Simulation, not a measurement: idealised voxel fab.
Module name: voxel self aligned contacts (process module)
Cross-sectional view cut (width: 185 nm; square cell size: 5 nm).
Cross-section layout: square cells on a grid; listed as bands, top to bottom; a band spans one or more cell rows. Quick guide to a band line: top height, bottom height (nm) up front; then every material left to right with its width in nm. Only one material and it's marked "full width"? Then it fills the band edge to edge. And "blank" just means empty space. Ref level 0: as-received wafer is one material below here. Bottom band extends down with no lower bound ("0 and below"). Width "30 to 40": first value at the band's top row of cells, second value at its bottom row, equal change from row to row. Basically "all unchanged" means that step didn't change any cell in the cross-section. The entry "Sealed cavities" lists the empty spaces that cover at least 8 cells and have no open path to the top. Each is written as width x height at distance, where the distance is measured from the left edge and all three values are in nm. Formally, on a step line, whatever follows the settings is a remark that the simulator itself makes on the step. overlay nm, on a step with a mask: how far to the right of its planned place the mask lay; to the left if negative.

## This section lists the process steps that were planned
1: RECEIVE with material Si
2: CONFORMAL_DEP with material SiO2, thk nm 5
3: DIRECTIONAL_DEP with material polySi, thk nm 25
4: DIRECTIONAL_DEP with material SiN, thk nm 25
5: DIRECTIONAL_DEP with material aC, thk nm 15
6: PATTERN with tone cover, mask id GATE, material resist, width nm 35, pitch nm 70, thk nm 30, overlay nm 0
7: DIRECTIONAL_ETCH with etch materials aC, depth nm 15
8: STRIP with etch materials resist
9: DIRECTIONAL_ETCH with etch materials SiN, depth nm 25
10: DIRECTIONAL_ETCH with etch materials polySi, depth nm 25
11: STRIP with etch materials aC
12: CONFORMAL_DEP with material SiN, thk nm 10
13: DIRECTIONAL_ETCH with etch materials SiN, depth nm 10
14: FILL_DEP with material SiO2, thk nm 10
15: CMP with height nm 60
16: PATTERN with tone open, mask id CONTACT, material resist, width nm 55, thk nm 20, overlay nm 0
17: DIRECTIONAL_ETCH with etch materials SiO2, depth nm 60
18: STRIP with etch materials resist
19: CONFORMAL_DEP with material TiN, thk nm 5
20: FILL_DEP with material W, thk nm 5
21: CMP with height nm 60
22: CONFORMAL_DEP with material SiCN, thk nm 5

## Below: the first of two wafers, run as planned

## Wafer at receipt (post step 1), cross-section
    0 and below: Si full width
    Sealed cavities: none

## Take a look at the wafer's cross-section after step 2
    5 down to 0: SiO2 full width
    No changes below 0.

## Take a look at the wafer's cross-section after step 3
    30 down to 5: polySi full width
    No changes below 5.

## Take a look at the wafer's cross-section after step 4
    55 down to 30: SiN full width
    No changes below 30.

## Take a look at the wafer's cross-section after step 5
    70 down to 55: aC full width
    No changes below 55.

## Take a look at the wafer's cross-section after step 6
    100 down to 70: blank 40 nm; resist 35 nm; blank 35 nm; resist 35 nm; blank 40 nm
    No changes below 70.

## Take a look at the wafer's cross-section after step 7
    85 down to 70: blank 40 nm; resist 35 nm; blank 35 nm; resist 35 nm; blank 40 nm
    70 down to 55: blank 40 nm; aC 35 nm; blank 35 nm; aC 35 nm; blank 40 nm
    No changes below 55.

## Take a look at the wafer's cross-section after step 8
    70 down to 55: blank 40 nm; aC 35 nm; blank 35 nm; aC 35 nm; blank 40 nm
    No changes below 55.

## Take a look at the wafer's cross-section after step 9
    70 down to 55: blank 40 nm; aC 35 nm; blank 35 nm; aC 35 nm; blank 40 nm
    55 down to 30: blank 40 nm; SiN 35 nm; blank 35 nm; SiN 35 nm; blank 40 nm
    No changes below 30.

## Take a look at the wafer's cross-section after step 10
    70 down to 55: blank 40 nm; aC 35 nm; blank 35 nm; aC 35 nm; blank 40 nm
    55 down to 30: blank 40 nm; SiN 35 nm; blank 35 nm; SiN 35 nm; blank 40 nm
    30 down to 5: blank 40 nm; polySi 35 nm; blank 35 nm; polySi 35 nm; blank 40 nm
    No changes below 5.

## Take a look at the wafer's cross-section after step 11
    55 down to 30: blank 40 nm; SiN 35 nm; blank 35 nm; SiN 35 nm; blank 40 nm
    No changes below 30.

## Take a look at the wafer's cross-section after step 12
    65 down to 30: blank 30 nm; SiN 55 nm; blank 15 nm; SiN 55 nm; blank 30 nm
    30 down to 15: blank 30 nm; SiN 10 nm; polySi 35 nm; SiN 10 nm; blank 15 nm; SiN 10 nm; polySi 35 nm; SiN 10 nm; blank 30 nm
    15 down to 5: SiN 40 nm; polySi 35 nm; SiN 35 nm; polySi 35 nm; SiN 40 nm
    No changes below 5.

## Take a look at the wafer's cross-section after step 13
    55 down to 30: blank 30 nm; SiN 55 nm; blank 15 nm; SiN 55 nm; blank 30 nm
    30 down to 5: blank 30 nm; SiN 10 nm; polySi 35 nm; SiN 10 nm; blank 15 nm; SiN 10 nm; polySi 35 nm; SiN 10 nm; blank 30 nm
    No changes below 5.

## Take a look at the wafer's cross-section after step 14
    65 down to 55: SiO2 full width
    55 down to 30: SiO2 30 nm; SiN 55 nm; SiO2 15 nm; SiN 55 nm; SiO2 30 nm
    30 down to 5: SiO2 30 nm; SiN 10 nm; polySi 35 nm; SiN 10 nm; SiO2 15 nm; SiN 10 nm; polySi 35 nm; SiN 10 nm; SiO2 30 nm
    No changes below 5.

## Take a look at the wafer's cross-section after step 15
    60 down to 55: SiO2 full width
    No changes below 55.

## Take a look at the wafer's cross-section after step 16
    80 down to 60: resist 65 nm; blank 55 nm; resist 65 nm
    No changes below 60.

## Take a look at the wafer's cross-section after step 17
    80 down to 60: resist 65 nm; blank 55 nm; resist 65 nm
    60 down to 55: SiO2 65 nm; blank 55 nm; SiO2 65 nm
    55 down to 30: SiO2 30 nm; SiN 55 nm; blank 15 nm; SiN 55 nm; SiO2 30 nm
    30 down to 5: SiO2 30 nm; SiN 10 nm; polySi 35 nm; SiN 10 nm; blank 15 nm; SiN 10 nm; polySi 35 nm; SiN 10 nm; SiO2 30 nm
    5 down to 0: SiO2 85 nm; blank 15 nm; SiO2 85 nm
    No changes below 0.

## Take a look at the wafer's cross-section after step 18
    60 down to 55: SiO2 65 nm; blank 55 nm; SiO2 65 nm
    No changes below 55.

## Take a look at the wafer's cross-section after step 19
    65 down to 60: TiN 70 nm; blank 45 nm; TiN 70 nm
    60 down to 55: SiO2 65 nm; TiN 25 nm; blank 5 nm; TiN 25 nm; SiO2 65 nm
    55 down to 30: SiO2 30 nm; SiN 55 nm; TiN 5 nm; blank 5 nm; TiN 5 nm; SiN 55 nm; SiO2 30 nm
    30 down to 5: SiO2 30 nm; SiN 10 nm; polySi 35 nm; SiN 10 nm; TiN 5 nm; blank 5 nm; TiN 5 nm; SiN 10 nm; polySi 35 nm; SiN 10 nm; SiO2 30 nm
    5 down to 0: SiO2 85 nm; TiN 15 nm; SiO2 85 nm
    No changes below 0.

## Take a look at the wafer's cross-section after step 20
    70 down to 65: W full width
    65 down to 60: TiN 70 nm; W 45 nm; TiN 70 nm
    60 down to 55: SiO2 65 nm; TiN 25 nm; W 5 nm; TiN 25 nm; SiO2 65 nm
    55 down to 30: SiO2 30 nm; SiN 55 nm; TiN 5 nm; W 5 nm; TiN 5 nm; SiN 55 nm; SiO2 30 nm
    30 down to 5: SiO2 30 nm; SiN 10 nm; polySi 35 nm; SiN 10 nm; TiN 5 nm; W 5 nm; TiN 5 nm; SiN 10 nm; polySi 35 nm; SiN 10 nm; SiO2 30 nm
    No changes below 5.

## Take a look at the wafer's cross-section after step 21
    60 down to 55: SiO2 65 nm; TiN 25 nm; W 5 nm; TiN 25 nm; SiO2 65 nm
    No changes below 55.

## Take a look at the wafer's cross-section after step 22
    65 down to 60: SiCN full width
    No changes below 60.

## Second wafer. Start and plan as for the first. One mistake made in running. Agrees with the first up to and including step 2

## Cross-section of the second wafer when, according to plan, step 3 should have finished
    30 down to 5: SiCN full width
    No changes below 5.

## Cross-section of the second wafer when, according to plan, step 4 should have finished
    55 down to 30: SiN full width
    No changes below 30.

## Cross-section of the second wafer when, according to plan, step 5 should have finished
    70 down to 55: aC full width
    No changes below 55.

## Cross-section of the second wafer when, according to plan, step 6 should have finished
    100 down to 70: blank 40 nm; resist 35 nm; blank 35 nm; resist 35 nm; blank 40 nm
    No changes below 70.

## Cross-section of the second wafer when, according to plan, step 7 should have finished
    85 down to 70: blank 40 nm; resist 35 nm; blank 35 nm; resist 35 nm; blank 40 nm
    70 down to 55: blank 40 nm; aC 35 nm; blank 35 nm; aC 35 nm; blank 40 nm
    No changes below 55.

## Cross-section of the second wafer when, according to plan, step 8 should have finished
    70 down to 55: blank 40 nm; aC 35 nm; blank 35 nm; aC 35 nm; blank 40 nm
    No changes below 55.

## Cross-section of the second wafer when, according to plan, step 9 should have finished
    70 down to 55: blank 40 nm; aC 35 nm; blank 35 nm; aC 35 nm; blank 40 nm
    55 down to 30: blank 40 nm; SiN 35 nm; blank 35 nm; SiN 35 nm; blank 40 nm
    No changes below 30.

Cross-section of the second wafer when, according to plan, step 10 should have finished: all unchanged

## Cross-section of the second wafer when, according to plan, step 11 should have finished
    55 down to 30: blank 40 nm; SiN 35 nm; blank 35 nm; SiN 35 nm; blank 40 nm
    No changes below 30.

## Cross-section of the second wafer when, according to plan, step 12 should have finished
    65 down to 40: blank 30 nm; SiN 55 nm; blank 15 nm; SiN 55 nm; blank 30 nm
    40 down to 30: SiN full width
    No changes below 30.

## Cross-section of the second wafer when, according to plan, step 13 should have finished
    55 down to 30: blank 30 nm; SiN 55 nm; blank 15 nm; SiN 55 nm; blank 30 nm
    No changes below 30.

## Cross-section of the second wafer when, according to plan, step 14 should have finished
    65 down to 55: SiO2 full width
    55 down to 30: SiO2 30 nm; SiN 55 nm; SiO2 15 nm; SiN 55 nm; SiO2 30 nm
    No changes below 30.

## Cross-section of the second wafer when, according to plan, step 15 should have finished
    60 down to 55: SiO2 full width
    No changes below 55.

## Cross-section of the second wafer when, according to plan, step 16 should have finished
    80 down to 60: resist 65 nm; blank 55 nm; resist 65 nm
    No changes below 60.

## Cross-section of the second wafer when, according to plan, step 17 should have finished
    80 down to 60: resist 65 nm; blank 55 nm; resist 65 nm
    60 down to 55: SiO2 65 nm; blank 55 nm; SiO2 65 nm
    55 down to 30: SiO2 30 nm; SiN 55 nm; blank 15 nm; SiN 55 nm; SiO2 30 nm
    No changes below 30.

## Cross-section of the second wafer when, according to plan, step 18 should have finished
    60 down to 55: SiO2 65 nm; blank 55 nm; SiO2 65 nm
    No changes below 55.

## Cross-section of the second wafer when, according to plan, step 19 should have finished
    65 down to 60: TiN 70 nm; blank 45 nm; TiN 70 nm
    60 down to 55: SiO2 65 nm; TiN 25 nm; blank 5 nm; TiN 25 nm; SiO2 65 nm
    55 down to 35: SiO2 30 nm; SiN 55 nm; TiN 5 nm; blank 5 nm; TiN 5 nm; SiN 55 nm; SiO2 30 nm
    35 down to 30: SiO2 30 nm; SiN 55 nm; TiN 15 nm; SiN 55 nm; SiO2 30 nm
    No changes below 30.

## Cross-section of the second wafer when, according to plan, step 20 should have finished
    70 down to 65: W full width
    65 down to 60: TiN 70 nm; W 45 nm; TiN 70 nm
    60 down to 55: SiO2 65 nm; TiN 25 nm; W 5 nm; TiN 25 nm; SiO2 65 nm
    55 down to 35: SiO2 30 nm; SiN 55 nm; TiN 5 nm; W 5 nm; TiN 5 nm; SiN 55 nm; SiO2 30 nm
    No changes below 35.

## Cross-section of the second wafer when, according to plan, step 21 should have finished
    60 down to 55: SiO2 65 nm; TiN 25 nm; W 5 nm; TiN 25 nm; SiO2 65 nm
    No changes below 55.

## Cross-section of the second wafer when, according to plan, step 22 should have finished
    65 down to 60: SiCN full width
    No changes below 60.
The plan and the run diverged here: step 3 ran as: DIRECTIONAL_DEP with material SiCN, thk nm 25
Final comparison by cell count, materials where the second wafer has more or fewer than the first: SiCN +185 | SiN -40 | SiO2 -57 | TiN -12 | W -6 | polySi -70
